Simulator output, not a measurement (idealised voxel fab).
Process module under the name voxel capacitor over wiring
This is section cut - it's 260 nm across, gridded in 5 nm square cells.
Bands, listed from the top down, are how a cross-section gets written in this document; the cross-section itself is a grid of square cells, and a band is one or more rows of them.
For a band, the entry starts with two heights in nm, that of the top and then that of the bottom, and carries on with the band's materials in order from left to right, each alongside its width in nm; the word "throughout" beside a single material means it fills the band edge to edge, and "blank" means empty space.
Counting heights begins at 0, where everything beneath is, in the wafer as received, one material. The lowest band has no bottom; it goes on downwards, as "from 0 down" shows.
The width entry "30..40" should be interpreted row by row: the top row of cells in the band takes the first number, the bottom row takes the second number, and the change between adjacent rows is uniform throughout.
"left unchanged" for a step: no cell of the cross-section changed in that step.
Enclosed voids (no open way to top), threshold 8 cells or more, entry "Enclosed void catalog", notation width x height at distance, distance from left edge, nm.
That trailing text on a step's line, after the settings, is the simulator's own remark on the step.
On any step carrying a mask, the "overlay nm" setting, if present on the step's line, tells how far right of its planned place the mask lay; negative values point to the left.

So here's the lineup of process steps we planned:
- 1: RECEIVE [material Si]
- 2: CONFORMAL_DEP [material SiO2] [thk nm 15]
- 3: DIRECTIONAL_DEP [material TiN] [thk nm 5]
- 4: DIRECTIONAL_DEP [material W] [thk nm 25]
- 5: DIRECTIONAL_DEP [material aC] [thk nm 10]
- 6: PATTERN [tone cover] [mask id METAL_1] [material resist] [width nm 20] [pitch nm 85] [thk nm 25] [overlay nm 0]
- 7: DIRECTIONAL_ETCH [etch materials aC] [depth nm 10]
- 8: STRIP [etch materials resist]
- 9: DIRECTIONAL_ETCH [etch materials W] [depth nm 25]
- 10: DIRECTIONAL_ETCH [etch materials TiN] [depth nm 5]
- 11: STRIP [etch materials aC]
- 12: CONFORMAL_DEP [material SiN] [thk nm 5]
- 13: FILL_DEP [material SiO2] [thk nm 5]
- 14: CMP [height nm 45]
- 15: CONFORMAL_DEP [material SiCN] [thk nm 5]
- 16: DIRECTIONAL_DEP [material lowk] [thk nm 10]
- 17: MASKED_ETCH [tone open] [mask id PLUG_1] [width nm 15] [etch materials lowk] [depth nm 10] [overlay nm 0]
- 18: MASKED_ETCH [tone open] [mask id PLUG_1] [width nm 15] [etch materials SiCN] [depth nm 5] [overlay nm 0]
- 19: CONFORMAL_DEP [material TiN] [thk nm 5]
- 20: FILL_DEP [material Cu] [thk nm 10]
- 21: CMP [height nm 60]
- 22: DIRECTIONAL_DEP [material TiN] [thk nm 10]
- 23: DIRECTIONAL_DEP [material HfO2] [thk nm 5]
- 24: DIRECTIONAL_DEP [material TiN] [thk nm 5]
- 25: DIRECTIONAL_DEP [material aC] [thk nm 15]
- 26: PATTERN [tone cover] [mask id UPPER_PLATE] [material resist] [width nm 70] [thk nm 35] [overlay nm 0]
- 27: DIRECTIONAL_ETCH [etch materials aC] [depth nm 15]
- 28: STRIP [etch materials resist]
- 29: DIRECTIONAL_ETCH [etch materials TiN] [depth nm 5]
- 30: DIRECTIONAL_ETCH [etch materials HfO2] [depth nm 5]
- 31: STRIP [etch materials aC]
- 32: MASKED_ETCH [tone cover] [mask id LOWER_PLATE] [width nm 80] [etch materials TiN] [depth nm 10] [overlay nm 0]
- 33: FILL_DEP [material SiO2] [thk nm 20]
- 34: CMP [height nm 95]
- 35: PATTERN [tone open] [mask id PLUG_2] [material resist] [width nm 15] [thk nm 15] [overlay nm 0]
- 36: DIRECTIONAL_ETCH [etch materials SiO2] [depth nm 15]
- 37: STRIP [etch materials resist]
- 38: CONFORMAL_DEP [material TiN] [thk nm 5]
- 39: FILL_DEP [material Cu] [thk nm 5]
- 40: CMP [height nm 95]
- 41: CONFORMAL_DEP [material SiN] [thk nm 5]

Wafer at receipt (post step 1), cross-section:
from 0 down | Si throughout
Enclosed void catalog: none

Sectioned view, first of two wafers, at the close of the module, processed as intended in the plan:
from 100 to 95 | SiN throughout
from 95 to 85 | 90 nm SiO2, 5 nm TiN, 5 nm Cu, 5 nm TiN, 155 nm SiO2
from 85 to 75 | 90..80 nm SiO2, 15..70 nm TiN, 155..110 nm SiO2
from 75 to 70 | 80 nm SiO2, 70 nm HfO2, 110 nm SiO2
from 70 to 60 | 75 nm SiO2, 80 nm TiN, 105 nm SiO2
from 60 to 50 | 80 nm lowk, 5 nm TiN, 5 nm Cu, 5 nm TiN, 165 nm lowk
from 50 to 45 | 80 nm SiCN, 15 nm TiN, 165 nm SiCN
from 45 to 20 | 70 nm SiO2, 5 nm SiN, 20 nm W, 5 nm SiN, 55 nm SiO2, 5 nm SiN, 20 nm W, 5 nm SiN, 75 nm SiO2
from 20 to 15 | 75 nm SiN, 20 nm TiN, 65 nm SiN, 20 nm TiN, 80 nm SiN
from 15 to 0 | SiO2 throughout
from 0 down | Si throughout
Enclosed void catalog: none

Wafer two, end of module, cross-section. Same start, same plan as wafer one. One mistake in the run:
from 100 to 95 | SiN throughout
from 95 to 85 | 90 nm SiO2, 5 nm TiN, 5 nm Cu, 5 nm TiN, 155 nm SiO2
from 85 to 75 | 90..80 nm SiO2, 15..70 nm TiN, 155..110 nm SiO2
from 75 to 70 | 80 nm SiO2, 70 nm HfO2, 110 nm SiO2
from 70 to 60 | 75 nm SiO2, 80 nm TiN, 105 nm SiO2
from 60 to 50 | 80 nm lowk, 5 nm TiN, 5 nm Cu, 5 nm TiN, 165 nm lowk
from 50 to 45 | 80 nm SiCN, 15 nm TiN, 165 nm SiCN
from 45 to 40 | 70 nm SiO2, 30 nm SiN, 55 nm SiO2, 30 nm SiN, 75 nm SiO2
from 40 to 20 | 70 nm SiO2, 5 nm SiN, 20 nm W, 5 nm SiN, 55 nm SiO2, 5 nm SiN, 20 nm W, 5 nm SiN, 75 nm SiO2
from 20 to 15 | 75 nm SiN, 20 nm W, 65 nm SiN, 20 nm W, 80 nm SiN
from 15 to 0 | SiO2 throughout
from 0 down | Si throughout
Enclosed void catalog: none
Heads up, the wafer didn't run the way we planned it: the run left out plan step 3 entirely, so it was never executed
The final cell counts differ between the wafers, with the second having more or fewer of some materials than the first: SiN: 8 more; TiN: 8 fewer
